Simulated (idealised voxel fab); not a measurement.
Process module, titled voxel self aligned contacts
The figure presents cross-section cut, which has a width of 235 nm and is divided into square cells with an edge length of 5 nm.
Cross-section, as written here: a square-cell grid given band by band from the top down, where a band holds one or more rows of cells. Heights first: top, then bottom, in nm. Then materials, left to right, each with a width in nm. "edge to edge" on a single material: fills the band edge to edge. "blank": empty space. All heights in this document are referenced to 0, defined as the level beneath which the wafer, as received, consists entirely of one material. The lowest band is not bounded below; it extends indefinitely downward and is written in the form "0 and below". Width "30->40": first value at the band's top row of cells, second value at its bottom row, equal change from row to row. You'll sometimes find "nothing altered" written for a step, and that's the way of saying that nowhere in the cross-section did a cell change during that step. The entry titled "Enclosed cavity list" provides the empty spaces that have no open way to the top, restricted to those of 8 cells or more. Each is presented as width x height at distance, the distance being measured from the left edge, with all three in nm. On a step's line, text after the settings is the simulator commenting on that step. When a step includes a mask, the "overlay nm" setting on its line states how far to the right of its planned place that mask lay, and negative values state how far to the left.
## Listed below are the process steps as planned
1,RECEIVE (material Si)
2,OXIDIZE (depth nm 5)
3,DIRECTIONAL_DEP (material polySi; thk nm 20)
4,DIRECTIONAL_DEP (material SiN; thk nm 20)
5,MASKED_ETCH (tone cover; mask id GATE; width nm 30; pitch nm 70; etch materials SiN; depth nm 20; overlay nm 0)
6,MASKED_ETCH (tone cover; mask id GATE; width nm 30; pitch nm 70; etch materials polySi; depth nm 20; overlay nm 0)
7,CONFORMAL_DEP (material SiN; thk nm 10)
8,DIRECTIONAL_ETCH (etch materials SiN; depth nm 10)
9,FILL_DEP (material SiO2; thk nm 10)
10,CMP (height nm 45)
11,DIRECTIONAL_DEP (material aC; thk nm 10)
12,PATTERN (tone open; mask id CONTACT; material resist; width nm 50; thk nm 30; overlay nm 0)
13,DIRECTIONAL_ETCH (etch materials aC; depth nm 10)
14,STRIP (etch materials resist)
15,DIRECTIONAL_ETCH (etch materials SiO2; depth nm 50)
16,STRIP (etch materials aC)
17,CONFORMAL_DEP (material TiN; thk nm 5)
18,FILL_DEP (material Ru; thk nm 10)
19,CMP (height nm 45)
20,CONFORMAL_DEP (material SiN; thk nm 5)
## The cross-section here shows the wafer as received, i.e. in its state after step 1
- 0 and below = Si edge to edge
- Enclosed cavity list: none
## Cross-sectional view of the first of the two wafers upon completion of the module, processed in accordance with the plan
- 50 down to 45 = SiN edge to edge
- 45 down to 40 = 90 SiO2; 20 TiN; 10 Ru; 20 TiN; 95 SiO2
- 40 down to 20 = 55 SiO2; 50 SiN; 5 TiN; 10 Ru; 5 TiN; 50 SiN; 60 SiO2
- 20 down to 0 = 55 SiO2; 10 SiN; 30 polySi; 10 SiN; 5 TiN; 10 Ru; 5 TiN; 10 SiN; 30 polySi; 10 SiN; 60 SiO2
- 0 down to -5 = 105 SiO2; 20 TiN; 110 SiO2
- -5 and below = Si edge to edge
- Enclosed cavity list: none
## So this is wafer number two of the two, cut at the end of the module - it started where the first did and had the same plan, we just got one thing wrong running it
- 50 down to 45 = SiN edge to edge
- 45 down to 40 = 90 SiO2; 20 TiN; 10 Ru; 20 TiN; 95 SiO2
- 40 down to 20 = 55 SiO2; 50 SiN; 5 TiN; 10 Ru; 5 TiN; 50 SiN; 60 SiO2
- 20 down to 10 = 55 SiO2; 10 SiN; 30 polySi; 10 SiN; 5 TiN; 10 Ru; 5 TiN; 10 SiN; 30 polySi; 10 SiN; 60 SiO2
- 10 down to 5 = 55 SiO2; 10 SiN; 30 polySi; 10 SiN; 20 TiN; 10 SiN; 30 polySi; 10 SiN; 60 SiO2
- 5 down to 0 = polySi edge to edge
- 0 down to -5 = SiO2 edge to edge
- -5 and below = Si edge to edge
- Enclosed cavity list: none
What was the processing mistake? step 6, actual vs plan mismatch, actual run MASKED_ETCH (tone cover; mask id GATE; width nm 30; pitch nm 70; etch materials polySi; depth nm 15; overlay nm 0)
End check, counted in cells, second wafer has more or fewer of these materials than the first: Ru -4; SiN -8; SiO2 -19; TiN -4; polySi +35
